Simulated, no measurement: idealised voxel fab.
You're looking at the process module voxel released beams.
The figure presents cross-section cut, which has a width of 180 nm and is divided into square cells with an edge length of 5 nm.
A cross-section is a grid of square cells, given in bands from the top down. A band is one or more rows of cells. Top height, bottom height, nm. Materials left to right, width each, nm. Single material + "edge to edge" = fills band edge to edge. "empty" = empty. Heights are expressed relative to 0, this being the level below which the as-received wafer comprises one material exclusively. The lowest band is unbounded in the downward direction and is denoted as in "0 down". The notation "30->40" denotes a width that varies across the rows of cells in the band, beginning at the first number in the top row, finishing at the second number in the bottom row, and changing by an identical amount from each row to the next. Where a step carries "no change", the cross-section came out of it unchanged, cell for cell. "Closed void table" lists enclosed empty spaces (at least 8 cells, no open path upward to the top), each as width x height at distance from the left edge, in nm. Note: text after step settings on the step line = simulator remark on that step. On any step carrying a mask, the "overlay nm" setting, if present on the step's line, tells how far right of its planned place the mask lay; negative values point to the left.
Listed below are the process steps as planned
| 1 | RECEIVE [material Si] |
| 2 | CONFORMAL_DEP [material SiN] [thk nm 5] |
| 3 | DIRECTIONAL_DEP [material SiO2] [thk nm 10] |
| 4 | DIRECTIONAL_DEP [material aC] [thk nm 15] |
| 5 | PATTERN [tone open] [mask id ANCHOR] [material resist] [width nm 40] [thk nm 35] [overlay nm 0] |
| 6 | DIRECTIONAL_ETCH [etch materials aC] [depth nm 15] |
| 7 | STRIP [etch materials resist] |
| 8 | DIRECTIONAL_ETCH [etch materials SiO2] [depth nm 10] |
| 9 | STRIP [etch materials aC] |
| 10 | CONFORMAL_DEP [material W] [thk nm 15] |
| 11 | DIRECTIONAL_DEP [material aC] [thk nm 10] |
| 12 | PATTERN [tone cover] [mask id BEAM] [material resist] [width nm 100] [thk nm 25] [overlay nm 0] |
| 13 | DIRECTIONAL_ETCH [etch materials aC] [depth nm 10] |
| 14 | STRIP [etch materials resist] |
| 15 | DIRECTIONAL_ETCH [etch materials W] [depth nm 15] |
| 16 | STRIP [etch materials aC] |
| 17 | STRIP [etch materials SiO2] |
First of two wafers - as planned
Step 1 complete: cross-section of the wafer as received
* 0 down: Si edge to edge
* Closed void table: none
The wafer, seen in cross-section, after step 2
* 5 to 0: SiN edge to edge
* Rest of section, below 0: as before.
The wafer, seen in cross-section, after step 3
* 15 to 5: SiO2 edge to edge
* Rest of section, below 5: as before.
The wafer, seen in cross-section, after step 4
* 30 to 15: aC edge to edge
* Rest of section, below 15: as before.
The wafer, seen in cross-section, after step 5
* 65 to 30: resist: 40, empty: 40, resist: 100
* Rest of section, below 30: as before.
The wafer, seen in cross-section, after step 6
* 50 to 30: resist: 40, empty: 40, resist: 100
* 30 to 15: aC: 40, empty: 40, aC: 100
* Rest of section, below 15: as before.
The wafer, seen in cross-section, after step 7
* 30 to 15: aC: 40, empty: 40, aC: 100
* Rest of section, below 15: as before.
The wafer, seen in cross-section, after step 8
* 30 to 15: aC: 40, empty: 40, aC: 100
* 15 to 5: SiO2: 40, empty: 40, SiO2: 100
* Rest of section, below 5: as before.
The wafer, seen in cross-section, after step 9
* 15 to 5: SiO2: 40, empty: 40, SiO2: 100
* Rest of section, below 5: as before.
The wafer, seen in cross-section, after step 10
* 30 to 20: W: 55, empty: 10, W: 115
* 20 to 15: W edge to edge
* 15 to 5: SiO2: 40, W: 40, SiO2: 100
* Rest of section, below 5: as before.
The wafer, seen in cross-section, after step 11
* 40 to 30: aC: 55, empty: 10, aC: 115
* 30 to 20: W: 55, aC: 10, W: 115
* Rest of section, below 20: as before.
The wafer, seen in cross-section, after step 12
* 65 to 40: empty: 35, resist: 100, empty: 45
* 40 to 30: aC: 55, resist: 10, aC: 115
* Rest of section, below 30: as before.
The wafer, seen in cross-section, after step 13
* 55 to 40: empty: 35, resist: 100, empty: 45
* 40 to 30: empty: 35, aC: 20, resist: 10, aC: 70, empty: 45
* Rest of section, below 30: as before.
The wafer, seen in cross-section, after step 14
* 40 to 30: empty: 35, aC: 20, empty: 10, aC: 70, empty: 45
* Rest of section, below 30: as before.
The wafer, seen in cross-section, after step 15
* 40 to 30: empty: 35, aC: 20, empty: 10, aC: 70, empty: 45
* 30 to 20: empty: 35, W: 20, aC: 10, W: 70, empty: 45
* 20 to 15: empty: 35, W: 100, empty: 45
* Rest of section, below 15: as before.
The wafer, seen in cross-section, after step 16
* 30 to 20: empty: 35, W: 20, empty: 10, W: 70, empty: 45
* Rest of section, below 20: as before.
The wafer, seen in cross-section, after step 17
* 30 to 20: empty: 35, W: 20, empty: 10, W: 70, empty: 45
* 20 to 15: empty: 35, W: 100, empty: 45
* 15 to 5: empty: 40, W: 40, empty: 100
* Rest of section, below 5: as before.
Second wafer. Start and plan as for the first. One mistake made in running. Agrees with the first up to and including step 11
Second wafer profile in section, at the moment step 12 of the plan was meant to be complete
* 65 to 40: empty: 40, resist: 100, empty: 40
* 40 to 30: aC: 55, resist: 10, aC: 115
* Rest of section, below 30: as before.
Second wafer profile in section, at the moment step 13 of the plan was meant to be complete
* 55 to 40: empty: 40, resist: 100, empty: 40
* 40 to 30: empty: 40, aC: 15, resist: 10, aC: 75, empty: 40
* Rest of section, below 30: as before.
Second wafer profile in section, at the moment step 14 of the plan was meant to be complete
* 40 to 30: empty: 40, aC: 15, empty: 10, aC: 75, empty: 40
* Rest of section, below 30: as before.
Second wafer profile in section, at the moment step 15 of the plan was meant to be complete
* 40 to 30: empty: 40, aC: 15, empty: 10, aC: 75, empty: 40
* 30 to 20: empty: 40, W: 15, aC: 10, W: 75, empty: 40
* 20 to 15: empty: 40, W: 100, empty: 40
* Rest of section, below 15: as before.
Second wafer profile in section, at the moment step 16 of the plan was meant to be complete
* 30 to 20: empty: 40, W: 15, empty: 10, W: 75, empty: 40
* Rest of section, below 20: as before.
Second wafer profile in section, at the moment step 17 of the plan was meant to be complete
* 30 to 20: empty: 40, W: 15, empty: 10, W: 75, empty: 40
* 20 to 15: empty: 40, W: 100, empty: 40
* 15 to 5: empty: 40, W: 40, empty: 100
* Rest of section, below 5: as before.
Deviation noted in wafer processing: step 12 ran as: PATTERN [tone cover] [mask id BEAM] [material resist] [width nm 100] [thk nm 25] [overlay nm 5]
In the final comparison it is observed that the number of cells assigned to each material is identical for the two wafers, whereas their placement is not.
